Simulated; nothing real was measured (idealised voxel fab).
The document below concerns the process module designated voxel transistor to metal.
Each square cell in cross-section cut measures 5 nm, and the section as a whole is 185 nm wide.
Cross-section = grid of square cells, listed top down in bands; band = one or more rows. This entry defines a band. It first specifies the height of the band's top and the height of its bottom in nm, and then specifies the band's materials from left to right, stating each material with its width in nm. The word "full width" identifies a single material that fills the band from edge to edge, while the word "air" identifies empty space. Heights from 0 (as-received wafer is one material below). Bottom band endless downward, as "0 down". Read "30 to 40" as a graded width: first number on top, second number at the bottom, same change between each pair of neighbouring rows. Basically "all unchanged" means that step didn't change any cell in the cross-section. "Enclosed void listing" specifies each empty space that is not open to the top and that occupies no fewer than 8 cells, using the form width x height at distance, the distance measured from the left edge and all three quantities in nm. Whatever follows a step's settings on its line is a remark the simulator itself makes about that step. overlay nm: where the mask lay relative to plan, measured to the right, on steps with a mask; negatives go left.
THE PLANNED PROCESS STEPS ARE ENUMERATED HEREUNDER
1 RECEIVE, material Si
2 CONFORMAL_DEP, material SiO2, thk nm 5
3 CONFORMAL_DEP, material SiN, thk nm 10
4 MASKED_ETCH, tone cover, mask id ACTIVE, width nm 100, etch materials SiN, depth nm 10, overlay nm 0
5 MASKED_ETCH, tone cover, mask id ACTIVE, width nm 100, etch materials SiO2, depth nm 5, overlay nm 0
6 MASKED_ETCH, tone cover, mask id ACTIVE, width nm 100, etch materials Si, depth nm 30, overlay nm 0
7 FILL_DEP, material SiO2, thk nm 15
8 CMP, height nm 15
9 SELECTIVE_ETCH, etch materials SiO2, depth nm 5
10 STRIP, etch materials SiN
11 SELECTIVE_ETCH, etch materials SiO2, depth nm 5
12 OXIDIZE, depth nm 5
13 DIRECTIONAL_DEP, material polySi, thk nm 30
14 DIRECTIONAL_DEP, material SiCN, thk nm 15
15 MASKED_ETCH, tone cover, mask id GATE, width nm 20, etch materials SiCN, depth nm 25, overlay nm 0
16 MASKED_ETCH, tone cover, mask id GATE, width nm 20, etch materials polySi, depth nm 40, overlay nm 0
17 CONFORMAL_DEP, material SiN, thk nm 10
18 DIRECTIONAL_ETCH, etch materials SiN, depth nm 10
19 DIRECTIONAL_ETCH, etch materials SiO2, depth nm 5
20 DIRECTIONAL_ETCH, etch materials Si, depth nm 5
21 EPI, material SiGe, thk nm 5
22 FILL_DEP, material SiO2, thk nm 10
23 CMP, height nm 45
24 DIRECTIONAL_DEP, material SiO2, thk nm 10
25 MASKED_ETCH, tone open, mask id CONTACT, width nm 20, pitch nm 70, etch materials SiO2, depth nm 60, overlay nm 0
26 CONFORMAL_DEP, material TiN, thk nm 5
27 FILL_DEP, material Ru, thk nm 10
28 CMP, height nm 55
29 CONFORMAL_DEP, material SiN, thk nm 5
30 DIRECTIONAL_DEP, material SiO2, thk nm 15
31 PATTERN, tone open, mask id METAL_1, material resist, width nm 20, pitch nm 70, thk nm 15, overlay nm 0
32 DIRECTIONAL_ETCH, etch materials SiO2, depth nm 15
33 DIRECTIONAL_ETCH, etch materials SiN, depth nm 5
34 STRIP, etch materials resist
35 CONFORMAL_DEP, material TiN, thk nm 5
36 FILL_DEP, material Cu, thk nm 10
37 CMP, height nm 75
38 CONFORMAL_DEP, material SiCN, thk nm 5
39 DIRECTIONAL_DEP, material lowk, thk nm 30
40 MASKED_ETCH, tone open, mask id METAL_2_HOLES, width nm 15, pitch nm 70, etch materials lowk, depth nm 30, overlay nm 0
41 MASKED_ETCH, tone open, mask id METAL_2, width nm 20, pitch nm 70, etch materials lowk, depth nm 15, overlay nm 0
42 MASKED_ETCH, tone open, mask id METAL_2, width nm 20, pitch nm 70, etch materials SiCN, depth nm 5, overlay nm 0
43 CONFORMAL_DEP, material TiN, thk nm 5
44 FILL_DEP, material Cu, thk nm 5
45 CMP, height nm 110
46 CONFORMAL_DEP, material SiN, thk nm 5
CROSS-SECTION OF THE WAFER UPON ARRIVAL, REPRESENTING THE STATE REACHED AFTER STEP 1
    0 down  Si full width
    Enclosed void listing: none
CROSS-SECTION TAKEN AT MODULE COMPLETION ON THE FIRST OF TWO WAFERS; PROCESSED PER THE PLAN
    115 to 110  SiN full width
    110 to 100  lowk=45, then TiN=5, then Cu=10, then TiN=5, then lowk=50, then TiN=5, then Cu=10, then TiN=5, then lowk=50
    100 to 95  lowk=45, then TiN=5, then Cu=5, then TiN=10, then lowk=50, then TiN=5, then Cu=5, then TiN=10, then lowk=50
    95 to 80  lowk=45, then TiN=5, then Cu=5, then TiN=5, then lowk=55, then TiN=5, then Cu=5, then TiN=5, then lowk=55
    80 to 75  SiCN=45, then TiN=15, then SiCN=55, then TiN=15, then SiCN=55
    75 to 60  SiO2=45, then TiN=5, then Cu=10, then TiN=5, then SiO2=50, then TiN=5, then Cu=10, then TiN=5, then SiO2=50
    60 to 55  SiN=45, then TiN=20, then SiN=50, then TiN=20, then SiN=50
    55 to 45  SiO2=45, then TiN=5, then Ru=10, then TiN=5, then SiO2=50, then TiN=5, then Ru=10, then TiN=5, then SiO2=50
    45 to 30  SiO2=45, then TiN=5, then Ru=10, then TiN=5, then SiO2=5, then SiN=10, then SiCN=20, then SiN=10, then SiO2=5, then TiN=5, then Ru=10, then TiN=5, then SiO2=50
    30 to 5  SiO2=45, then TiN=5, then Ru=10, then TiN=5, then SiO2=5, then SiN=10, then polySi=20, then SiN=10, then SiO2=5, then TiN=5, then Ru=10, then TiN=5, then SiO2=50
    5 to 0  SiO2=35, then SiN=10, then TiN=10, then Ru=5, then TiN=5, then SiO2=5, then SiN=10, then polySi=20, then SiN=10, then SiO2=5, then TiN=5, then Ru=5, then TiN=10, then SiN=10, then SiO2=40
    0 to -5  SiO2=45, then SiGe=5, then TiN=15, then SiGe=5, then SiO2=40, then SiGe=5, then TiN=15, then SiGe=5, then SiO2=50
    -5 to -10  SiO2=40, then Si=5, then SiGe=25, then Si=40, then SiGe=25, then Si=5, then SiO2=45
    -10 to -30  SiO2=40, then Si=100, then SiO2=45
    -30 down  Si full width
    Enclosed void listing: none
WAFER TWO, SECTIONED AFTER THE MODULE: THE FIRST WAFER'S START, THE FIRST WAFER'S PLAN, AND ONE MISTAKE IN HOW IT WAS RUN
    115 to 110  SiN full width
    110 to 100  lowk=45, then TiN=5, then Cu=10, then TiN=5, then lowk=50, then TiN=5, then Cu=10, then TiN=5, then lowk=50
    100 to 95  lowk=45, then TiN=5, then Cu=5, then TiN=10, then lowk=50, then TiN=5, then Cu=5, then TiN=10, then lowk=50
    95 to 80  lowk=45, then TiN=5, then Cu=5, then TiN=5, then lowk=55, then TiN=5, then Cu=5, then TiN=5, then lowk=55
    80 to 75  SiCN=45, then TiN=15, then SiCN=55, then TiN=15, then SiCN=55
    75 to 60  SiO2=45, then TiN=5, then Cu=10, then TiN=5, then SiO2=50, then TiN=5, then Cu=10, then TiN=5, then SiO2=50
    60 to 55  SiN=45, then TiN=20, then SiN=50, then TiN=20, then SiN=50
    55 to 45  SiO2=40, then TiN=5, then Ru=10, then TiN=5, then SiO2=50, then TiN=5, then Ru=10, then TiN=5, then SiO2=55
    45 to 30  SiO2=40, then TiN=5, then Ru=10, then TiN=5, then SiO2=10, then SiN=10, then SiCN=20, then SiN=10, then TiN=5, then Ru=10, then TiN=5, then SiO2=55
    30 to 10  SiO2=40, then TiN=5, then Ru=10, then TiN=5, then SiO2=10, then SiN=10, then polySi=20, then SiN=10, then TiN=5, then Ru=10, then TiN=5, then SiO2=55
    10 to 5  SiO2=40, then TiN=10, then Ru=5, then TiN=5, then SiO2=10, then SiN=10, then polySi=20, then SiN=10, then TiN=5, then Ru=10, then TiN=5, then SiO2=55
    5 to 0  SiO2=35, then SiN=10, then TiN=15, then SiO2=10, then SiN=10, then polySi=20, then SiN=10, then TiN=10, then Ru=5, then TiN=5, then SiO2=5, then SiN=10, then SiO2=40
    0 to -5  SiO2=45, then SiGe=5, then TiN=10, then SiO2=5, then SiGe=5, then SiO2=40, then SiGe=5, then TiN=15, then SiGe=5, then SiO2=50
    -5 to -10  SiO2=40, then Si=5, then SiGe=25, then Si=40, then SiGe=25, then Si=5, then SiO2=45
    -10 to -30  SiO2=40, then Si=100, then SiO2=45
    -30 down  Si full width
    Enclosed void listing: none
Nonconformance to the process plan: for step 25, the planned setting was not used; the step was instead run as MASKED_ETCH, tone open, mask id CONTACT, width nm 20, pitch nm 70, etch materials SiO2, depth nm 60, overlay nm -5
Counted in cells at the end, the second wafer holds more or fewer of these materials than the first: Ru -2 | SiO2 +2
